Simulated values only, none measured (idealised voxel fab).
voxel self aligned vias: a process module
cross-section cut | 265 nm wide | cells 5 nm
Just so we're on the same page, the cross-sections are grids of square cells, and they're listed out in bands top to bottom, each band one or more rows deep.
Band entry format. Leading values: height of top, height of bottom, nm. Remainder: materials in left-to-right order, each with its width in nm. Special words: "everywhere" on a single material, which then fills the band edge to edge; "empty", empty space.
All heights in this document are referenced to 0, defined as the level beneath which the wafer, as received, consists entirely of one material. The lowest band is not bounded below; it extends indefinitely downward and is written in the form "z 0 and below".
A width such as "30->40" changes by the same amount from each row of cells to the next, from the band's top row to its bottom row.
"nothing altered" means the step left every cell of the cross-section as it was.
So "Enclosed void list" is basically the list of trapped voids: any empty space of 8 cells or more that can't reach the top through an opening. They're written width x height at distance, the distance being from the left edge, and it's all nm.
Step line, after settings: the simulator's comment on this step.
Each step line may optionally specify "overlay nm", which for a step with a mask gives the rightward distance between the mask's planned place and where it lay, a negative value indicating the leftward direction.
PLANNED STEP LIST FOR THE PROCESS
1,RECEIVE with material Si
2,CONFORMAL_DEP with material SiO2, thk nm 15
3,CONFORMAL_DEP with material SiCN, thk nm 5
4,DIRECTIONAL_DEP with material SiO2, thk nm 30
5,MASKED_ETCH with tone open, mask id LINES, width nm 25, pitch nm 70, etch materials SiO2, depth nm 30, overlay nm 0
6,CONFORMAL_DEP with material TiN, thk nm 5
7,FILL_DEP with material W, thk nm 10
8,CMP with height nm 50
9,SELECTIVE_ETCH with etch materials W Ru TiN, depth nm 10
10,FILL_DEP with material SiN, thk nm 10
11,CMP with height nm 50
12,DIRECTIONAL_DEP with material SiO2, thk nm 15
13,DIRECTIONAL_DEP with material aC, thk nm 10
14,PATTERN with tone open, mask id VIAS, material resist, width nm 45, pitch nm 70, thk nm 25, overlay nm 0
15,DIRECTIONAL_ETCH with etch materials aC, depth nm 10
16,STRIP with etch materials resist
17,DIRECTIONAL_ETCH with etch materials SiO2, depth nm 15
18,DIRECTIONAL_ETCH with etch materials SiN, depth nm 10
19,STRIP with etch materials aC
20,CONFORMAL_DEP with material TiN, thk nm 5
21,FILL_DEP with material W, thk nm 10
22,CMP with height nm 65
23,CONFORMAL_DEP with material SiCN, thk nm 5
FIRST WAFER, AS PLANNED
CROSS-SECTION: WAFER ON ARRIVAL = AFTER STEP 1
  z 0 and below | Si everywhere
  Enclosed void list: none
AFTER STEP 2, IN CROSS-SECTION
  z 15 to 0 | SiO2 everywhere
  Under 0: no change, same as before.
AFTER STEP 3, IN CROSS-SECTION
  z 20 to 15 | SiCN everywhere
  Under 15: no change, same as before.
AFTER STEP 4, IN CROSS-SECTION
  z 50 to 20 | SiO2 everywhere
  Under 20: no change, same as before.
AFTER STEP 5, IN CROSS-SECTION
  z 50 to 20 | SiO2 50  empty 25  SiO2 45  empty 25  SiO2 45  empty 25  SiO2 50
  Under 20: no change, same as before.
AFTER STEP 6, IN CROSS-SECTION
  z 55 to 50 | TiN 55  empty 15  TiN 55  empty 15  TiN 55  empty 15  TiN 55
  z 50 to 25 | SiO2 50  TiN 5  empty 15  TiN 5  SiO2 45  TiN 5  empty 15  TiN 5  SiO2 45  TiN 5  empty 15  TiN 5  SiO2 50
  z 25 to 20 | SiO2 50  TiN 25  SiO2 45  TiN 25  SiO2 45  TiN 25  SiO2 50
  Under 20: no change, same as before.
AFTER STEP 7, IN CROSS-SECTION
  z 65 to 55 | W everywhere
  z 55 to 50 | TiN 55  W 15  TiN 55  W 15  TiN 55  W 15  TiN 55
  z 50 to 25 | SiO2 50  TiN 5  W 15  TiN 5  SiO2 45  TiN 5  W 15  TiN 5  SiO2 45  TiN 5  W 15  TiN 5  SiO2 50
  Under 25: no change, same as before.
AFTER STEP 8, IN CROSS-SECTION
  z 50 to 25 | SiO2 50  TiN 5  W 15  TiN 5  SiO2 45  TiN 5  W 15  TiN 5  SiO2 45  TiN 5  W 15  TiN 5  SiO2 50
  Under 25: no change, same as before.
AFTER STEP 9, IN CROSS-SECTION
  z 50 to 40 | SiO2 50  empty 25  SiO2 45  empty 25  SiO2 45  empty 25  SiO2 50
  Under 40: no change, same as before.
AFTER STEP 10, IN CROSS-SECTION
  z 60 to 50 | SiN everywhere
  z 50 to 40 | SiO2 50  SiN 25  SiO2 45  SiN 25  SiO2 45  SiN 25  SiO2 50
  Under 40: no change, same as before.
AFTER STEP 11, IN CROSS-SECTION
  z 50 to 40 | SiO2 50  SiN 25  SiO2 45  SiN 25  SiO2 45  SiN 25  SiO2 50
  Under 40: no change, same as before.
AFTER STEP 12, IN CROSS-SECTION
  z 65 to 50 | SiO2 everywhere
  Under 50: no change, same as before.
AFTER STEP 13, IN CROSS-SECTION
  z 75 to 65 | aC everywhere
  Under 65: no change, same as before.
AFTER STEP 14, IN CROSS-SECTION
  z 100 to 75 | resist 40  empty 45  resist 25  empty 45  resist 25  empty 45  resist 40
  Under 75: no change, same as before.
AFTER STEP 15, IN CROSS-SECTION
  z 90 to 75 | resist 40  empty 45  resist 25  empty 45  resist 25  empty 45  resist 40
  z 75 to 65 | aC 40  empty 45  aC 25  empty 45  aC 25  empty 45  aC 40
  Under 65: no change, same as before.
AFTER STEP 16, IN CROSS-SECTION
  z 75 to 65 | aC 40  empty 45  aC 25  empty 45  aC 25  empty 45  aC 40
  Under 65: no change, same as before.
AFTER STEP 17, IN CROSS-SECTION
  z 75 to 65 | aC 40  empty 45  aC 25  empty 45  aC 25  empty 45  aC 40
  z 65 to 50 | SiO2 40  empty 45  SiO2 25  empty 45  SiO2 25  empty 45  SiO2 40
  Under 50: no change, same as before.
AFTER STEP 18, IN CROSS-SECTION
  z 75 to 65 | aC 40  empty 45  aC 25  empty 45  aC 25  empty 45  aC 40
  z 65 to 50 | SiO2 40  empty 45  SiO2 25  empty 45  SiO2 25  empty 45  SiO2 40
  z 50 to 40 | SiO2 50  empty 25  SiO2 45  empty 25  SiO2 45  empty 25  SiO2 50
  Under 40: no change, same as before.
AFTER STEP 19, IN CROSS-SECTION
  z 65 to 50 | SiO2 40  empty 45  SiO2 25  empty 45  SiO2 25  empty 45  SiO2 40
  Under 50: no change, same as before.
AFTER STEP 20, IN CROSS-SECTION
  z 70 to 65 | TiN 45  empty 35  TiN 35  empty 35  TiN 35  empty 35  TiN 45
  z 65 to 55 | SiO2 40  TiN 5  empty 35  TiN 5  SiO2 25  TiN 5  empty 35  TiN 5  SiO2 25  TiN 5  empty 35  TiN 5  SiO2 40
  z 55 to 45 | SiO2 40->50  TiN 15->5  empty 15  TiN 15->5  SiO2 25->45  TiN 15->5  empty 15  TiN 15->5  SiO2 25->45  TiN 15->5  empty 15  TiN 15->5  SiO2 40->50
  z 45 to 40 | SiO2 50  TiN 25  SiO2 45  TiN 25  SiO2 45  TiN 25  SiO2 50
  Under 40: no change, same as before.
AFTER STEP 21, IN CROSS-SECTION
  z 80 to 70 | W everywhere
  z 70 to 65 | TiN 45  W 35  TiN 35  W 35  TiN 35  W 35  TiN 45
  z 65 to 55 | SiO2 40  TiN 5  W 35  TiN 5  SiO2 25  TiN 5  W 35  TiN 5  SiO2 25  TiN 5  W 35  TiN 5  SiO2 40
  z 55 to 45 | SiO2 40->50  TiN 15->5  W 15  TiN 15->5  SiO2 25->45  TiN 15->5  W 15  TiN 15->5  SiO2 25->45  TiN 15->5  W 15  TiN 15->5  SiO2 40->50
  Under 45: no change, same as before.
AFTER STEP 22, IN CROSS-SECTION
  z 65 to 55 | SiO2 40  TiN 5  W 35  TiN 5  SiO2 25  TiN 5  W 35  TiN 5  SiO2 25  TiN 5  W 35  TiN 5  SiO2 40
  Under 55: no change, same as before.
AFTER STEP 23, IN CROSS-SECTION
  z 70 to 65 | SiCN everywhere
  Under 65: no change, same as before.
NOW THE OTHER WAFER: SAME START, SAME RECIPE, BUT WE MESSED UP ONE THING WHEN RUNNING IT. UP TO AND INCLUDING STEP 3 IT'S THE SAME AS THE FIRST ONE
SECOND WAFER, CUT VIEW, END OF STEP 4 PER PLAN
  z 50 to 20 | W everywhere
  Under 20: no change, same as before.
Second wafer, cut view, end of step 5 per plan: nothing altered
SECOND WAFER, CUT VIEW, END OF STEP 6 PER PLAN
  z 55 to 50 | TiN everywhere
  Under 50: no change, same as before.
SECOND WAFER, CUT VIEW, END OF STEP 7 PER PLAN
  z 65 to 55 | W everywhere
  Under 55: no change, same as before.
SECOND WAFER, CUT VIEW, END OF STEP 8 PER PLAN
  z 50 to 20 | W everywhere
  Under 20: no change, same as before.
SECOND WAFER, CUT VIEW, END OF STEP 9 PER PLAN
  z 40 to 20 | W everywhere
  Under 20: no change, same as before.
SECOND WAFER, CUT VIEW, END OF STEP 10 PER PLAN
  z 50 to 40 | SiN everywhere
  Under 40: no change, same as before.
Second wafer, cut view, end of step 11 per plan: nothing altered
SECOND WAFER, CUT VIEW, END OF STEP 12 PER PLAN
  z 65 to 50 | SiO2 everywhere
  Under 50: no change, same as before.
SECOND WAFER, CUT VIEW, END OF STEP 13 PER PLAN
  z 75 to 65 | aC everywhere
  Under 65: no change, same as before.
SECOND WAFER, CUT VIEW, END OF STEP 14 PER PLAN
  z 100 to 75 | resist 40  empty 45  resist 25  empty 45  resist 25  empty 45  resist 40
  Under 75: no change, same as before.
SECOND WAFER, CUT VIEW, END OF STEP 15 PER PLAN
  z 90 to 75 | resist 40  empty 45  resist 25  empty 45  resist 25  empty 45  resist 40
  z 75 to 65 | aC 40  empty 45  aC 25  empty 45  aC 25  empty 45  aC 40
  Under 65: no change, same as before.
SECOND WAFER, CUT VIEW, END OF STEP 16 PER PLAN
  z 75 to 65 | aC 40  empty 45  aC 25  empty 45  aC 25  empty 45  aC 40
  Under 65: no change, same as before.
SECOND WAFER, CUT VIEW, END OF STEP 17 PER PLAN
  z 75 to 65 | aC 40  empty 45  aC 25  empty 45  aC 25  empty 45  aC 40
  z 65 to 50 | SiO2 40  empty 45  SiO2 25  empty 45  SiO2 25  empty 45  SiO2 40
  Under 50: no change, same as before.
SECOND WAFER, CUT VIEW, END OF STEP 18 PER PLAN
  z 75 to 65 | aC 40  empty 45  aC 25  empty 45  aC 25  empty 45  aC 40
  z 65 to 50 | SiO2 40  empty 45  SiO2 25  empty 45  SiO2 25  empty 45  SiO2 40
  z 50 to 40 | SiN 40  empty 45  SiN 25  empty 45  SiN 25  empty 45  SiN 40
  Under 40: no change, same as before.
SECOND WAFER, CUT VIEW, END OF STEP 19 PER PLAN
  z 65 to 50 | SiO2 40  empty 45  SiO2 25  empty 45  SiO2 25  empty 45  SiO2 40
  Under 50: no change, same as before.
SECOND WAFER, CUT VIEW, END OF STEP 20 PER PLAN
  z 70 to 65 | TiN 45  empty 35  TiN 35  empty 35  TiN 35  empty 35  TiN 45
  z 65 to 50 | SiO2 40  TiN 5  empty 35  TiN 5  SiO2 25  TiN 5  empty 35  TiN 5  SiO2 25  TiN 5  empty 35  TiN 5  SiO2 40
  z 50 to 45 | SiN 40  TiN 5  empty 35  TiN 5  SiN 25  TiN 5  empty 35  TiN 5  SiN 25  TiN 5  empty 35  TiN 5  SiN 40
  z 45 to 40 | SiN 40  TiN 45  SiN 25  TiN 45  SiN 25  TiN 45  SiN 40
  Under 40: no change, same as before.
SECOND WAFER, CUT VIEW, END OF STEP 21 PER PLAN
  z 80 to 70 | W everywhere
  z 70 to 65 | TiN 45  W 35  TiN 35  W 35  TiN 35  W 35  TiN 45
  z 65 to 50 | SiO2 40  TiN 5  W 35  TiN 5  SiO2 25  TiN 5  W 35  TiN 5  SiO2 25  TiN 5  W 35  TiN 5  SiO2 40
  z 50 to 45 | SiN 40  TiN 5  W 35  TiN 5  SiN 25  TiN 5  W 35  TiN 5  SiN 25  TiN 5  W 35  TiN 5  SiN 40
  Under 45: no change, same as before.
SECOND WAFER, CUT VIEW, END OF STEP 22 PER PLAN
  z 65 to 50 | SiO2 40  TiN 5  W 35  TiN 5  SiO2 25  TiN 5  W 35  TiN 5  SiO2 25  TiN 5  W 35  TiN 5  SiO2 40
  Under 50: no change, same as before.
SECOND WAFER, CUT VIEW, END OF STEP 23 PER PLAN
  z 70 to 65 | SiCN everywhere
  Under 65: no change, same as before.
Want to know what went wrong? note that step 4 departed from the planned setting and was carried out as DIRECTIONAL_DEP with material W, thk nm 30
Upon completion, the second wafer contains, in terms of cells, a greater or smaller amount of certain materials than the first wafer: 52 more of SiN; 228 fewer of SiO2; 33 fewer of TiN; 209 more of W
